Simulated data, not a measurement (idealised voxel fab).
The following process module bears the name voxel transistor to metal.
cross-section cut | 285 nm wide | cells 5 nm
A cross-section is written here as square cells arranged in a grid, and it is given in bands from the top down, each band taking up one or more rows of cells. Within each band entry, the heights of the top and of the bottom of the band appear first, in that order and in nm; the materials of the band then follow from left to right, each with its corresponding width in nm. The designation "throughout" on a single material indicates that it fills the band from edge to edge; the designation "air" indicates empty space. Note: height 0 marks the level under which the wafer is uniformly one material as received. Lowest band unbounded below, written "0..down". Width "30->40": first value at the band's top row of cells, second value at its bottom row, equal change from row to row. Where the words "left unchanged" appear for a step, the cross-section shows no cell changed by that step; every cell remained as before. "Cavities, sealed": sealed empty spaces, 8 cells or more, no open way to top, listed width x height at distance, with distance from the left edge and width, height and distance in nm. Note: text after step settings on the step line = simulator remark on that step. The setting "overlay nm" may be written on the line of a step. When the step uses a mask, the value reports how far to the right of the planned place the mask lay, and a negative value reports that it lay to the left.

Process steps (planned)
- 1: RECEIVE (material Si)
- 2: OXIDIZE (depth nm 5)
- 3: CONFORMAL_DEP (material SiN; thk nm 10)
- 4: PATTERN (tone cover; mask id ACTIVE; material resist; width nm 115; pitch nm 135; thk nm 15; overlay nm 0)
- 5: DIRECTIONAL_ETCH (etch materials SiN; depth nm 10)
- 6: DIRECTIONAL_ETCH (etch materials SiO2; depth nm 5)
- 7: DIRECTIONAL_ETCH (etch materials Si; depth nm 20)
- 8: STRIP (etch materials resist)
- 9: FILL_DEP (material SiO2; thk nm 15)
- 10: CMP (height nm 10)
- 11: SELECTIVE_ETCH (etch materials SiO2; depth nm 10)
- 12: STRIP (etch materials SiN)
- 13: SELECTIVE_ETCH (etch materials SiO2; depth nm 5)
- 14: OXIDIZE (depth nm 5)
- 15: DIRECTIONAL_DEP (material polySi; thk nm 25)
- 16: DIRECTIONAL_DEP (material SiCN; thk nm 10)
- 17: MASKED_ETCH (tone cover; mask id GATE; width nm 15; pitch nm 135; etch materials SiCN; depth nm 20; overlay nm 0)
- 18: MASKED_ETCH (tone cover; mask id GATE; width nm 15; pitch nm 135; etch materials polySi; depth nm 35; overlay nm 0)
- 19: CONFORMAL_DEP (material SiN; thk nm 5)
- 20: DIRECTIONAL_ETCH (etch materials SiN; depth nm 5)
- 21: DIRECTIONAL_ETCH (etch materials SiO2; depth nm 5)
- 22: EPI (material nSi; thk nm 5)
- 23: FILL_DEP (material SiO2; thk nm 5)
- 24: CMP (height nm 30)
- 25: DIRECTIONAL_DEP (material SiO2; thk nm 15)
- 26: MASKED_ETCH (tone open; mask id CONTACT; width nm 20; etch materials SiO2; depth nm 50; overlay nm 0)
- 27: CONFORMAL_DEP (material TiN; thk nm 5)
- 28: FILL_DEP (material W; thk nm 5)
- 29: CMP (height nm 45)
- 30: CONFORMAL_DEP (material SiCN; thk nm 5)
- 31: DIRECTIONAL_DEP (material SiO2; thk nm 25)
- 32: PATTERN (tone open; mask id METAL_1; material resist; width nm 20; thk nm 20; overlay nm 0)
- 33: DIRECTIONAL_ETCH (etch materials SiO2; depth nm 25)
- 34: DIRECTIONAL_ETCH (etch materials SiCN; depth nm 5)
- 35: STRIP (etch materials resist)
- 36: CONFORMAL_DEP (material TiN; thk nm 5)
- 37: FILL_DEP (material Cu; thk nm 10)
- 38: CMP (height nm 75)
- 39: CONFORMAL_DEP (material SiCN; thk nm 5)
All wafers enter the flow in the same state. The width nm at step 17 differs from wafer to wafer, and the plan gives the value for the first wafer.

After step 1, as received: first of several wafers, cross-section
- 0..down = Si throughout
- Cavities, sealed: none

Module end state after final step 39: cross-section of the first of several wafers
- 80..75 = SiCN throughout
- 75..50 = 25 SiO2, then 5 TiN, then 10 Cu, then 5 TiN, then 55 SiO2, then 5 TiN, then 10 Cu, then 5 TiN, then 40 SiO2, then 5 TiN, then 10 Cu, then 5 TiN, then 55 SiO2, then 5 TiN, then 10 Cu, then 5 TiN, then 30 SiO2
- 50..45 = 25 SiCN, then 20 TiN, then 55 SiCN, then 20 TiN, then 40 SiCN, then 20 TiN, then 55 SiCN, then 20 TiN, then 30 SiCN
- 45..30 = 25 SiO2, then 5 TiN, then 10 W, then 5 TiN, then 55 SiO2, then 5 TiN, then 10 W, then 5 TiN, then 40 SiO2, then 5 TiN, then 10 W, then 5 TiN, then 55 SiO2, then 5 TiN, then 10 W, then 5 TiN, then 30 SiO2
- 30..20 = 25 SiO2, then 5 TiN, then 10 W, then 5 TiN, then 15 SiO2, then 5 SiN, then 15 SiCN, then 5 SiN, then 15 SiO2, then 5 TiN, then 10 W, then 5 TiN, then 40 SiO2, then 5 TiN, then 10 W, then 5 TiN, then 15 SiO2, then 5 SiN, then 15 SiCN, then 5 SiN, then 15 SiO2, then 5 TiN, then 10 W, then 5 TiN, then 30 SiO2
- 20..0 = 25 SiO2, then 5 TiN, then 10 W, then 5 TiN, then 15 SiO2, then 5 SiN, then 15 polySi, then 5 SiN, then 15 SiO2, then 5 TiN, then 10 W, then 5 TiN, then 40 SiO2, then 5 TiN, then 10 W, then 5 TiN, then 15 SiO2, then 5 SiN, then 15 polySi, then 5 SiN, then 15 SiO2, then 5 TiN, then 10 W, then 5 TiN, then 30 SiO2
- 0..-5 = 25 SiO2, then 20 TiN, then 15 SiO2, then 5 SiN, then 15 polySi, then 5 SiN, then 15 SiO2, then 20 TiN, then 40 SiO2, then 20 TiN, then 15 SiO2, then 5 SiN, then 15 polySi, then 5 SiN, then 15 SiO2, then 20 TiN, then 30 SiO2
- -5..-10 = 10 SiO2, then 50 nSi, then 25 SiO2, then 50 nSi, then 10 SiO2, then 50 nSi, then 25 SiO2, then 50 nSi, then 15 SiO2
- -10..-25 = 15 SiO2, then 115 Si, then 20 SiO2, then 115 Si, then 20 SiO2
- -25..down = Si throughout
- Cavities, sealed: none

Here's the last wafer cross-sectioned at the end of the module
- 80..75 = SiCN throughout
- 75..50 = 25 SiO2, then 5 TiN, then 10 Cu, then 5 TiN, then 55 SiO2, then 5 TiN, then 10 Cu, then 5 TiN, then 40 SiO2, then 5 TiN, then 10 Cu, then 5 TiN, then 55 SiO2, then 5 TiN, then 10 Cu, then 5 TiN, then 30 SiO2
- 50..45 = 25 SiCN, then 20 TiN, then 55 SiCN, then 20 TiN, then 40 SiCN, then 20 TiN, then 55 SiCN, then 20 TiN, then 30 SiCN
- 45..30 = 25 SiO2, then 5 TiN, then 10 W, then 5 TiN, then 55 SiO2, then 5 TiN, then 10 W, then 5 TiN, then 40 SiO2, then 5 TiN, then 10 W, then 5 TiN, then 55 SiO2, then 5 TiN, then 10 W, then 5 TiN, then 30 SiO2
- 30..20 = 25 SiO2, then 5 TiN, then 10 W, then 5 TiN, then 10 SiO2, then 5 SiN, then 30 SiCN, then 5 SiN, then 5 SiO2, then 5 TiN, then 10 W, then 5 TiN, then 40 SiO2, then 5 TiN, then 10 W, then 5 TiN, then 10 SiO2, then 5 SiN, then 30 SiCN, then 5 SiN, then 5 SiO2, then 5 TiN, then 10 W, then 5 TiN, then 30 SiO2
- 20..0 = 25 SiO2, then 5 TiN, then 10 W, then 5 TiN, then 10 SiO2, then 5 SiN, then 30 polySi, then 5 SiN, then 5 SiO2, then 5 TiN, then 10 W, then 5 TiN, then 40 SiO2, then 5 TiN, then 10 W, then 5 TiN, then 10 SiO2, then 5 SiN, then 30 polySi, then 5 SiN, then 5 SiO2, then 5 TiN, then 10 W, then 5 TiN, then 30 SiO2
- 0..-5 = 25 SiO2, then 20 TiN, then 10 SiO2, then 5 SiN, then 30 polySi, then 5 SiN, then 5 SiO2, then 20 TiN, then 40 SiO2, then 20 TiN, then 10 SiO2, then 5 SiN, then 30 polySi, then 5 SiN, then 5 SiO2, then 20 TiN, then 30 SiO2
- -5..-10 = 10 SiO2, then 45 nSi, then 40 SiO2, then 40 nSi, then 10 SiO2, then 45 nSi, then 40 SiO2, then 40 nSi, then 15 SiO2
- -10..-25 = 15 SiO2, then 115 Si, then 20 SiO2, then 115 Si, then 20 SiO2
- -25..down = Si throughout
- Cavities, sealed: none

Every row in this table is a wafer at the end of the module, and it gives, for each of the materials, the cells that wafer has gained (+) or lost (-) since it was received, then its closed voids
width nm 15; +40 Cu; -147 Si; +110 SiCN; +28 SiN; +595 SiO2; +144 TiN; +72 W; +40 nSi; +30 polySi; Cavities, sealed: none
width nm 20; +40 Cu; -147 Si; +114 SiCN; +28 SiN; +583 SiO2; +144 TiN; +72 W; +38 nSi; +40 polySi; Cavities, sealed: none
width nm 25; +40 Cu; -147 Si; +118 SiCN; +28 SiN; +571 SiO2; +144 TiN; +72 W; +36 nSi; +50 polySi; Cavities, sealed: none
width nm 30; +40 Cu; -147 Si; +122 SiCN; +28 SiN; +559 SiO2; +144 TiN; +72 W; +34 nSi; +60 polySi; Cavities, sealed: none
